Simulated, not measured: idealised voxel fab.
Process module, titled voxel double patterning
Cross-sectional view cut (width: 265 nm; square cell size: 5 nm).
Square cells in a grid make up a cross-section in this document, and the grid is given as bands, listed from the top down, each one or more rows of cells. Top, bottom (nm), then materials left to right with widths (nm); lone material tagged "full width" fills the whole band edge to edge; "air" = empty space. For the purposes of this specification, 0 denotes the height below which the wafer in its as-received condition is composed wholly of one material, and the lowermost band, lacking a lower limit, extends downward without end, as expressed in "top 0, no bottom". Top row gets the first number, bottom row gets the second, and each row in between changes by the same step: that is how a band width like "30 to 40" works. The designation "no change", where it is given for a processing step, indicates that no cell of the cross-section was altered in the course of that step. Each empty space that has no open way to the top and spans at least 8 cells appears under "Completely enclosed voids" as width x height at distance, the distance counted from the left edge, all in nm. Formally, on a step line, whatever follows the settings is a remark that the simulator itself makes on the step. The setting "overlay nm" may be written on the line of a step. When the step uses a mask, the value reports how far to the right of the planned place the mask lay, and a negative value reports that it lay to the left.

THE STEPS PLANNED FOR THE PROCESS ARE AS FOLLOWS
1: RECEIVE with material Si
2: CONFORMAL_DEP with material SiO2, thk nm 10
3: DIRECTIONAL_DEP with material polySi, thk nm 20
4: DIRECTIONAL_DEP with material SiCN, thk nm 5
5: DIRECTIONAL_DEP with material aC, thk nm 15
6: PATTERN with tone open, mask id FIRST, material resist, width nm 15, pitch nm 50, thk nm 35, overlay nm 0
7: DIRECTIONAL_ETCH with etch materials aC, depth nm 15
8: STRIP with etch materials resist
9: DIRECTIONAL_ETCH with etch materials SiCN, depth nm 5
10: STRIP with etch materials aC
11: PATTERN with tone open, mask id SECOND, material resist, width nm 15, thk nm 20, overlay nm 0
12: DIRECTIONAL_ETCH with etch materials SiCN, depth nm 5
13: STRIP with etch materials resist
14: DIRECTIONAL_ETCH with etch materials polySi, depth nm 20
15: STRIP with etch materials SiCN

FIRST OF TWO WAFERS, WITH THE RUN CARRIED OUT AS PLANNED

AS RECEIVED (POST STEP 1): CROSS-SECTION
> top 0, no bottom = Si full width
> Completely enclosed voids: none

STATE OF THE WAFER AFTER STEP 2, SHOWN IN CROSS-SECTION
> top 10, bottom 0 = SiO2 full width
> Below 0, the layers are the same as they were.

STATE OF THE WAFER AFTER STEP 3, SHOWN IN CROSS-SECTION
> top 30, bottom 10 = polySi full width
> Below 10, the layers are the same as they were.

STATE OF THE WAFER AFTER STEP 4, SHOWN IN CROSS-SECTION
> top 35, bottom 30 = SiCN full width
> Below 30, the layers are the same as they were.

STATE OF THE WAFER AFTER STEP 5, SHOWN IN CROSS-SECTION
> top 50, bottom 35 = aC full width
> Below 35, the layers are the same as they were.

STATE OF THE WAFER AFTER STEP 6, SHOWN IN CROSS-SECTION
> top 85, bottom 50 = resist 100, air 15, resist 35, air 15, resist 100
> Below 50, the layers are the same as they were.

STATE OF THE WAFER AFTER STEP 7, SHOWN IN CROSS-SECTION
> top 70, bottom 50 = resist 100, air 15, resist 35, air 15, resist 100
> top 50, bottom 35 = aC 100, air 15, aC 35, air 15, aC 100
> Below 35, the layers are the same as they were.

STATE OF THE WAFER AFTER STEP 8, SHOWN IN CROSS-SECTION
> top 50, bottom 35 = aC 100, air 15, aC 35, air 15, aC 100
> Below 35, the layers are the same as they were.

STATE OF THE WAFER AFTER STEP 9, SHOWN IN CROSS-SECTION
> top 50, bottom 35 = aC 100, air 15, aC 35, air 15, aC 100
> top 35, bottom 30 = SiCN 100, air 15, SiCN 35, air 15, SiCN 100
> Below 30, the layers are the same as they were.

STATE OF THE WAFER AFTER STEP 10, SHOWN IN CROSS-SECTION
> top 35, bottom 30 = SiCN 100, air 15, SiCN 35, air 15, SiCN 100
> Below 30, the layers are the same as they were.

STATE OF THE WAFER AFTER STEP 11, SHOWN IN CROSS-SECTION
> top 55, bottom 35 = resist 125, air 15, resist 125
> top 35, bottom 30 = SiCN 100, resist 15, SiCN 35, resist 15, SiCN 100
> Below 30, the layers are the same as they were.

STATE OF THE WAFER AFTER STEP 12, SHOWN IN CROSS-SECTION
> top 55, bottom 35 = resist 125, air 15, resist 125
> top 35, bottom 30 = SiCN 100, resist 15, SiCN 10, air 15, SiCN 10, resist 15, SiCN 100
> Below 30, the layers are the same as they were.

STATE OF THE WAFER AFTER STEP 13, SHOWN IN CROSS-SECTION
> top 35, bottom 30 = SiCN 100, air 15, SiCN 10, air 15, SiCN 10, air 15, SiCN 100
> Below 30, the layers are the same as they were.

STATE OF THE WAFER AFTER STEP 14, SHOWN IN CROSS-SECTION
> top 35, bottom 30 = SiCN 100, air 15, SiCN 10, air 15, SiCN 10, air 15, SiCN 100
> top 30, bottom 10 = polySi 100, air 15, polySi 10, air 15, polySi 10, air 15, polySi 100
> Below 10, the layers are the same as they were.

STATE OF THE WAFER AFTER STEP 15, SHOWN IN CROSS-SECTION
> top 30, bottom 10 = polySi 100, air 15, polySi 10, air 15, polySi 10, air 15, polySi 100
> Below 10, the layers are the same as they were.

WHAT FOLLOWS CONCERNS THE SECOND WAFER, WHICH STARTED OUT LIKE THE FIRST AND WAS MEANT TO FOLLOW THE VERY SAME PLAN; ONE MISTAKE CREPT IN WHEN IT WAS RUN, BUT EVERYTHING UP TO AND INCLUDING STEP 1 IS THE SAME AS FOR THE FIRST WAFER

CROSS-SECTION OF THE SECOND WAFER AT THE TIME STEP 2 OF THE PLAN SHOULD HAVE ENDED
> top 20, bottom 0 = polySi full width
> Below 0, the layers are the same as they were.

CROSS-SECTION OF THE SECOND WAFER AT THE TIME STEP 3 OF THE PLAN SHOULD HAVE ENDED
> top 30, bottom 20 = SiO2 full width
> Below 20, the layers are the same as they were.

CROSS-SECTION OF THE SECOND WAFER AT THE TIME STEP 4 OF THE PLAN SHOULD HAVE ENDED
> top 35, bottom 30 = SiCN full width
> Below 30, the layers are the same as they were.

CROSS-SECTION OF THE SECOND WAFER AT THE TIME STEP 5 OF THE PLAN SHOULD HAVE ENDED
> top 50, bottom 35 = aC full width
> Below 35, the layers are the same as they were.

CROSS-SECTION OF THE SECOND WAFER AT THE TIME STEP 6 OF THE PLAN SHOULD HAVE ENDED
> top 85, bottom 50 = resist 100, air 15, resist 35, air 15, resist 100
> Below 50, the layers are the same as they were.

CROSS-SECTION OF THE SECOND WAFER AT THE TIME STEP 7 OF THE PLAN SHOULD HAVE ENDED
> top 70, bottom 50 = resist 100, air 15, resist 35, air 15, resist 100
> top 50, bottom 35 = aC 100, air 15, aC 35, air 15, aC 100
> Below 35, the layers are the same as they were.

CROSS-SECTION OF THE SECOND WAFER AT THE TIME STEP 8 OF THE PLAN SHOULD HAVE ENDED
> top 50, bottom 35 = aC 100, air 15, aC 35, air 15, aC 100
> Below 35, the layers are the same as they were.

CROSS-SECTION OF THE SECOND WAFER AT THE TIME STEP 9 OF THE PLAN SHOULD HAVE ENDED
> top 50, bottom 35 = aC 100, air 15, aC 35, air 15, aC 100
> top 35, bottom 30 = SiCN 100, air 15, SiCN 35, air 15, SiCN 100
> Below 30, the layers are the same as they were.

CROSS-SECTION OF THE SECOND WAFER AT THE TIME STEP 10 OF THE PLAN SHOULD HAVE ENDED
> top 35, bottom 30 = SiCN 100, air 15, SiCN 35, air 15, SiCN 100
> Below 30, the layers are the same as they were.

CROSS-SECTION OF THE SECOND WAFER AT THE TIME STEP 11 OF THE PLAN SHOULD HAVE ENDED
> top 55, bottom 35 = resist 125, air 15, resist 125
> top 35, bottom 30 = SiCN 100, resist 15, SiCN 35, resist 15, SiCN 100
> Below 30, the layers are the same as they were.

CROSS-SECTION OF THE SECOND WAFER AT THE TIME STEP 12 OF THE PLAN SHOULD HAVE ENDED
> top 55, bottom 35 = resist 125, air 15, resist 125
> top 35, bottom 30 = SiCN 100, resist 15, SiCN 10, air 15, SiCN 10, resist 15, SiCN 100
> Below 30, the layers are the same as they were.

CROSS-SECTION OF THE SECOND WAFER AT THE TIME STEP 13 OF THE PLAN SHOULD HAVE ENDED
> top 35, bottom 30 = SiCN 100, air 15, SiCN 10, air 15, SiCN 10, air 15, SiCN 100
> Below 30, the layers are the same as they were.

Cross-section of the second wafer at the time step 14 of the plan should have ended: no change

CROSS-SECTION OF THE SECOND WAFER AT THE TIME STEP 15 OF THE PLAN SHOULD HAVE ENDED
> top 30, bottom 20 = SiO2 full width
> Below 20, the layers are the same as they were.
Run error: the processing plan was not followed for steps 2 and 3, which were run with their positions exchanged
Looking at both finished wafers in cells, the second ends up ahead of or behind the first on some materials: +36 polySi
